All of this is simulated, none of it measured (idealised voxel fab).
The name of this process module is voxel tone inversion.
It is cross-section cut that appears here, measuring 290 nm in width, its square cells being 5 nm in size.
A cross-section is a grid of square cells, given in bands from the top down. A band is one or more rows of cells. What a band's entry tells you: where the top is and where the bottom is, as heights in nm, and after that what lies inside, material by material from left to right, each with its width in nm. Empty space is written as the word "air", and a single material marked with the word "edge to edge" occupies the band from edge to edge. Counting heights begins at 0, where everything beneath is, in the wafer as received, one material. The lowest band has no bottom; it goes on downwards, as "from 0 down" shows. A width such as "30->40" changes by the same amount from each row of cells to the next, from the band's top row to its bottom row. When a step is marked "nothing changed", none of the cells in the cross-section changed during that step. For the entry "Enclosed voids", the listed items are empty spaces with no open way to the top whose size is 8 cells or more; each item follows the pattern width x height at distance, where distance is from the left edge and all three are in nm. Heads up: the bit after the settings on a step's line is the simulator's remark on that step. overlay nm: right-of-plan distance of the mask on a masked step; negative values mean left-of-plan.
# The following list gives the planned process steps
- 1: RECEIVE: material Si
- 2: CONFORMAL_DEP: material SiCN, thk nm 5
- 3: DIRECTIONAL_DEP: material polySi, thk nm 15
- 4: PATTERN: tone cover, mask id POSTS, material resist, width nm 20, pitch nm 45, thk nm 25, overlay nm 0
- 5: DIRECTIONAL_ETCH: etch materials polySi, depth nm 15
- 6: STRIP: etch materials resist
- 7: FILL_DEP: material SiO2, thk nm 10
- 8: CMP: height nm 20
- 9: STRIP: etch materials polySi
# As received (post step 1): cross-section
- from 0 down  Si edge to edge
- Enclosed voids: none
# Starting structure and process plan are as shown above, but one mistake was made in running the module; the wafer cross-section at the end of the module follows
- from 20 to 15  SiCN edge to edge
- from 15 to 0  polySi edge to edge
- from 0 down  Si edge to edge
- Enclosed voids: none
The plan and the run diverged here: note: step 2 <-> step 3, run order reversed vs plan
